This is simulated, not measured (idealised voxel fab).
process module | voxel transistor to metal
cross-section cut | 155 nm wide | cells 5 nm
A cross-section is a grid of square cells, given in bands from the top down. A band is one or more rows of cells.
Each band's line starts with the height of the band's top and of its bottom, in nm. Then come its materials from left to right, each with its width in nm. One material with "throughout" fills the band from edge to edge. "air" is empty space.
Height 0 is the level under which the wafer as received is all one material. The lowest band goes on downwards, as in "0 down".
A width such as "30 to 40" changes by the same amount from each row of cells to the next, from the band's top row to its bottom row.
"no change" after a step means that no cell of the cross-section changed.
closed voids: empty space of 8 cells or more with no open way to the top, each as width x height at its distance from the left edge, in nm
after a step's settings: what the simulator itself notes on the step
overlay nm, on a step with a mask: how far to the right of its planned place the mask lay; to the left if negative
plan
1 op RECEIVE | material Si
2 op OXIDIZE | depth nm 5
3 op CONFORMAL_DEP | material SiN | thk nm 15
4 op MASKED_ETCH | tone cover | mask id ACTIVE | width nm 105 | etch materials SiN | depth nm 15 | overlay nm 0
5 op MASKED_ETCH | tone cover | mask id ACTIVE | width nm 105 | etch materials SiO2 | depth nm 5 | overlay nm 0
6 op MASKED_ETCH | tone cover | mask id ACTIVE | width nm 105 | etch materials Si | depth nm 35 | overlay nm 0
7 op OXIDIZE | depth nm 5
8 op FILL_DEP | material SiO2 | thk nm 10
9 op CMP | height nm 15
10 op SELECTIVE_ETCH | etch materials SiO2 | depth nm 10
11 op STRIP | etch materials SiN
12 op SELECTIVE_ETCH | etch materials SiO2 | depth nm 5
13 op OXIDIZE | depth nm 5
14 op DIRECTIONAL_DEP | material polySi | thk nm 25
15 op DIRECTIONAL_DEP | material SiCN | thk nm 15
16 op DIRECTIONAL_DEP | material aC | thk nm 10
17 op PATTERN | tone cover | mask id GATE | material resist | width nm 15 | thk nm 25 | overlay nm 0
18 op DIRECTIONAL_ETCH | etch materials aC | depth nm 10
19 op STRIP | etch materials resist
20 op DIRECTIONAL_ETCH | etch materials SiCN | depth nm 25
21 op DIRECTIONAL_ETCH | etch materials polySi | depth nm 35
22 op STRIP | etch materials aC
23 op CONFORMAL_DEP | material SiO2 | thk nm 5
24 op DIRECTIONAL_ETCH | etch materials SiO2 | depth nm 5
25 op CONFORMAL_DEP | material SiN | thk nm 10
26 op DIRECTIONAL_ETCH | etch materials SiN | depth nm 10
27 op DIRECTIONAL_ETCH | etch materials SiO2 | depth nm 5
28 op DIRECTIONAL_ETCH | etch materials Si | depth nm 5
29 op EPI | material pSi | thk nm 10
30 op FILL_DEP | material SiO2 | thk nm 5
31 op CMP | height nm 35
32 op DIRECTIONAL_DEP | material SiO2 | thk nm 15
33 op PATTERN | tone open | mask id CONTACT | material resist | width nm 20 | pitch nm 65 | thk nm 20 | overlay nm 0
34 op DIRECTIONAL_ETCH | etch materials SiO2 | depth nm 50
35 op STRIP | etch materials resist
36 op CONFORMAL_DEP | material TiN | thk nm 5
37 op FILL_DEP | material W | thk nm 5
38 op CMP | height nm 50
39 op CONFORMAL_DEP | material SiCN | thk nm 5
40 op DIRECTIONAL_DEP | material SiO2 | thk nm 25
41 op PATTERN | tone open | mask id METAL_1 | material resist | width nm 20 | pitch nm 65 | thk nm 15 | overlay nm 0
42 op DIRECTIONAL_ETCH | etch materials SiO2 | depth nm 25
43 op DIRECTIONAL_ETCH | etch materials SiCN | depth nm 5
44 op STRIP | etch materials resist
45 op CONFORMAL_DEP | material TiN | thk nm 5
46 op FILL_DEP | material W | thk nm 5
47 op CMP | height nm 80
48 op EPI | material Ru | thk nm 5
49 op FILL_DEP | material SiCN | thk nm 5
as received, after step 1
  0 down: Si throughout
  closed voids: none
first wafer at the end, as planned
  90 to 85: SiCN throughout
  85 to 80: SiCN 30 | Ru 30 | SiCN 35 | Ru 30 | SiCN 30
  80 to 55: SiO2 35 | TiN 5 | W 10 | TiN 5 | SiO2 45 | TiN 5 | W 10 | TiN 5 | SiO2 35
  55 to 50: SiCN 35 | TiN 20 | SiCN 45 | TiN 20 | SiCN 35
  50 to 35: SiO2 35 | TiN 5 | W 10 | TiN 5 | SiO2 45 | TiN 5 | W 10 | TiN 5 | SiO2 35
  35 to 20: SiO2 35 | TiN 5 | W 10 | TiN 5 | SiN 10 | SiO2 5 | SiCN 15 | SiO2 5 | SiN 10 | TiN 5 | W 10 | TiN 5 | SiO2 35
  20 to 5: SiO2 35 | TiN 5 | W 10 | TiN 5 | SiN 10 | SiO2 5 | polySi 15 | SiO2 5 | SiN 10 | TiN 5 | W 10 | TiN 5 | SiO2 35
  5 to 0: SiO2 35 | TiN 20 | SiN 10 | SiO2 5 | polySi 15 | SiO2 5 | SiN 10 | TiN 20 | SiO2 35
  0 to -5: SiO2 25 | SiN 10 | pSi 20 | SiN 10 | SiO2 5 | polySi 15 | SiO2 5 | SiN 10 | pSi 20 | SiN 10 | SiO2 25
  -5 to -10: SiO2 35 | pSi 20 | SiO2 45 | pSi 20 | SiO2 35
  -10 to -15: SiO2 30 | Si 5 | pSi 20 | Si 45 | pSi 20 | Si 5 | SiO2 30
  -15 to -45: SiO2 30 | Si 95 | SiO2 30
  -45 down: Si throughout
  closed voids: none
second wafer at the end: like start, like plan, one mistake
  90 to 85: SiCN throughout
  85 to 80: SiCN 30 | Ru 30 | SiCN 35 | Ru 30 | SiCN 30
  80 to 55: SiO2 35 | TiN 5 | W 10 | TiN 5 | SiO2 45 | TiN 5 | W 10 | TiN 5 | SiO2 35
  55 to 50: SiCN 35 | TiN 20 | SiCN 45 | TiN 20 | SiCN 35
  50 to 35: SiO2 35 | TiN 5 | W 10 | TiN 5 | SiO2 45 | TiN 5 | W 10 | TiN 5 | SiO2 35
  35 to 20: SiO2 35 | TiN 5 | W 10 | TiN 5 | SiN 10 | SiO2 5 | SiCN 15 | SiO2 5 | SiN 10 | TiN 5 | W 10 | TiN 5 | SiO2 35
  20 to 5: SiO2 35 | TiN 5 | W 10 | TiN 5 | SiN 10 | SiO2 5 | polySi 15 | SiO2 5 | SiN 10 | TiN 5 | W 10 | TiN 5 | SiO2 35
  5 to 0: SiO2 35 | TiN 20 | SiN 10 | SiO2 5 | polySi 15 | SiO2 5 | SiN 10 | TiN 20 | SiO2 35
  0 to -5: SiO2 35 | SiN 10 | pSi 10 | SiN 10 | SiO2 5 | polySi 15 | SiO2 5 | SiN 10 | pSi 10 | SiO2 10 | pSi 10 | SiN 10 | SiO2 15
  -5 to -10: SiO2 45 | pSi 10 | SiO2 45 | pSi 30 | SiO2 25
  -10 to -15: SiO2 30 | Si 15 | pSi 10 | Si 45 | pSi 30 | Si 5 | SiO2 20
  -15 to -45: SiO2 30 | Si 105 | SiO2 20
  -45 down: Si throughout
  closed voids: none
what went wrong: step 4 ran as: op MASKED_ETCH | tone cover | mask id ACTIVE | width nm 105 | etch materials SiN | depth nm 15 | overlay nm 10
at the end the second wafer has, in cells: 14 more of Si | 12 fewer of SiO2 | 2 fewer of pSi
